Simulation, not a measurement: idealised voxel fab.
process module | voxel ribs on slabs
cross-section cut | 250 nm wide | cells 5 nm
A cross-section is a grid of square cells, given in bands from the top down. A band is one or more rows of cells.
Each band's line starts with the height of the band's top and of its bottom, in nm. Then come its materials from left to right, each with its width in nm. One material with "throughout" fills the band from edge to edge. "air" is empty space.
Height 0 is the level under which the wafer as received is all one material. The lowest band goes on downwards, as in "0 down".
A width such as "30 to 40" changes by the same amount from each row of cells to the next, from the band's top row to its bottom row.
"no change" after a step means that no cell of the cross-section changed.
closed voids: empty space of 8 cells or more with no open way to the top, each as width x height at its distance from the left edge, in nm
after a step's settings: what the simulator itself notes on the step
overlay nm, on a step with a mask: how far to the right of its planned place the mask lay; to the left if negative
plan
1 op RECEIVE | material Si
2 op DIRECTIONAL_DEP | material SiO2 | thk nm 30
3 op DIRECTIONAL_DEP | material SiN | thk nm 15
4 op PATTERN | tone cover | mask id RIB | material resist | width nm 25 | thk nm 15 | overlay nm 0
5 op DIRECTIONAL_ETCH | etch materials SiN | depth nm 5
6 op STRIP | etch materials resist
7 op MASKED_ETCH | tone cover | mask id SLAB | width nm 55 | etch materials SiN | depth nm 10 | overlay nm 0
8 op FILL_DEP | material SiO2 | thk nm 20
9 op CMP | height nm 60
10 op DIRECTIONAL_DEP | material W | thk nm 5
11 op MASKED_ETCH | tone cover | mask id HEATER | width nm 35 | etch materials W | depth nm 5 | overlay nm 0
12 op CONFORMAL_DEP | material SiN | thk nm 10
as received, after step 1
  0 down: Si throughout
  closed voids: none
a wafer at the end: this start, this plan, one mistake
  75 to 70: air 95 | SiN 55 | air 100
  70 to 65: SiN throughout
  65 to 60: SiN 105 | W 35 | SiN 110
  60 to 40: SiO2 throughout
  40 to 30: SiO2 95 | SiN 15 | SiO2 25 | SiN 15 | SiO2 100
  30 to 0: SiO2 throughout
  0 down: Si throughout
  closed voids: none
what went wrong: steps 3 and 4 were swapped
